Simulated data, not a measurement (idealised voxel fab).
process module | voxel transistor to metal
cross-section cut | 155 nm wide | cells 5 nm
A cross-section is a grid of square cells, given in bands from the top down. A band is one or more rows of cells.
Each band's line starts with the height of the band's top and of its bottom, in nm. Then come its materials from left to right, each with its width in nm. One material with "throughout" fills the band from edge to edge. "air" is empty space.
Height 0 is the level under which the wafer as received is all one material. The lowest band goes on downwards, as in "0 down".
A width such as "30 to 40" changes by the same amount from each row of cells to the next, from the band's top row to its bottom row.
"no change" after a step means that no cell of the cross-section changed.
closed voids: empty space of 8 cells or more with no open way to the top, each as width x height at its distance from the left edge, in nm
after a step's settings: what the simulator itself notes on the step
overlay nm, on a step with a mask: how far to the right of its planned place the mask lay; to the left if negative
plan
1 op RECEIVE | material Si
2 op OXIDIZE | depth nm 5
3 op CONFORMAL_DEP | material SiN | thk nm 15
4 op DIRECTIONAL_DEP | material aC | thk nm 15
5 op PATTERN | tone cover | mask id ACTIVE | material resist | width nm 120 | thk nm 30 | overlay nm 0
6 op DIRECTIONAL_ETCH | etch materials aC | depth nm 15
7 op STRIP | etch materials resist
8 op DIRECTIONAL_ETCH | etch materials SiN | depth nm 15
9 op DIRECTIONAL_ETCH | etch materials SiO2 | depth nm 5
10 op DIRECTIONAL_ETCH | etch materials Si | depth nm 35
11 op STRIP | etch materials aC
12 op FILL_DEP | material SiO2 | thk nm 15
13 op CMP | height nm 15
14 op SELECTIVE_ETCH | etch materials SiO2 | depth nm 5
15 op STRIP | etch materials SiN
16 op SELECTIVE_ETCH | etch materials SiO2 | depth nm 5
17 op OXIDIZE | depth nm 5
18 op DIRECTIONAL_DEP | material polySi | thk nm 20
19 op DIRECTIONAL_DEP | material SiCN | thk nm 10
20 op MASKED_ETCH | tone cover | mask id GATE | width nm 30 | etch materials SiCN | depth nm 20 | overlay nm 0
21 op MASKED_ETCH | tone cover | mask id GATE | width nm 30 | etch materials polySi | depth nm 30 | overlay nm 0
22 op CONFORMAL_DEP | material SiO2 | thk nm 5
23 op DIRECTIONAL_ETCH | etch materials SiO2 | depth nm 5
24 op CONFORMAL_DEP | material SiN | thk nm 10
25 op DIRECTIONAL_ETCH | etch materials SiN | depth nm 10
26 op DIRECTIONAL_ETCH | etch materials SiO2 | depth nm 5
27 op DIRECTIONAL_ETCH | etch materials Si | depth nm 15
28 op EPI | material SiGe | thk nm 15
29 op FILL_DEP | material SiO2 | thk nm 10
30 op CMP | height nm 15
31 op STRIP | etch materials polySi
32 op SELECTIVE_ETCH | etch materials SiO2 | depth nm 5
33 op CONFORMAL_DEP | material HfO2 | thk nm 5
34 op CONFORMAL_DEP | material TiN | thk nm 5
35 op FILL_DEP | material W | thk nm 10
36 op CMP | height nm 10
37 op DIRECTIONAL_DEP | material SiO2 | thk nm 15
38 op DIRECTIONAL_DEP | material aC | thk nm 15
39 op PATTERN | tone open | mask id CONTACT | material resist | width nm 20 | pitch nm 80 | thk nm 30 | overlay nm 0
40 op DIRECTIONAL_ETCH | etch materials aC | depth nm 15
41 op STRIP | etch materials resist
42 op DIRECTIONAL_ETCH | etch materials SiO2 | depth nm 20
43 op STRIP | etch materials aC
44 op CONFORMAL_DEP | material TiN | thk nm 5
45 op FILL_DEP | material W | thk nm 5
46 op CMP | height nm 25
47 op DIRECTIONAL_DEP | material TiN | thk nm 5
48 op DIRECTIONAL_DEP | material W | thk nm 15
49 op MASKED_ETCH | tone cover | mask id METAL_1 | width nm 20 | pitch nm 80 | etch materials W | depth nm 15 | overlay nm 0
50 op MASKED_ETCH | tone cover | mask id METAL_1 | width nm 20 | pitch nm 80 | etch materials TiN | depth nm 5 | overlay nm 0
51 op FILL_DEP | material SiO2 | thk nm 5
52 op CMP | height nm 45
53 op CONFORMAL_DEP | material SiCN | thk nm 5
as received, after step 1
  0 down: Si throughout
  closed voids: none
a wafer at the end: this start, this plan, one mistake
  50 to 45: SiCN throughout
  45 to 30: SiO2 25 | W 20 | SiO2 60 | W 20 | SiO2 30
  30 to 25: SiO2 25 | TiN 20 | SiO2 60 | TiN 20 | SiO2 30
  25 to 10: SiO2 25 | TiN 5 | W 10 | TiN 5 | SiO2 60 | TiN 5 | W 10 | TiN 5 | SiO2 30
  10 to 5: SiO2 25 | TiN 20 | SiN 10 | TiN 5 | HfO2 5 | W 20 | HfO2 5 | TiN 5 | SiN 10 | TiN 20 | SiO2 30
  5 to 0: SiO2 15 | SiN 10 | SiGe 20 | SiN 10 | TiN 5 | HfO2 5 | W 20 | HfO2 5 | TiN 5 | SiN 10 | SiGe 20 | SiN 10 | SiO2 20
  0 to -5: SiO2 15 | SiN 10 | SiGe 20 | SiN 10 | TiN 5 | HfO2 30 | TiN 5 | SiN 10 | SiGe 20 | SiN 10 | SiO2 20
  -5 to -10: SiO2 25 | SiGe 20 | SiO2 10 | TiN 40 | SiO2 10 | SiGe 20 | SiO2 30
  -10 to -25: SiO2 15 | Si 10 | SiGe 20 | Si 60 | SiGe 20 | Si 10 | SiO2 20
  -25 to -40: SiO2 15 | Si 120 | SiO2 20
  -40 down: Si throughout
  closed voids: none
what went wrong: steps 33 and 34 were swapped
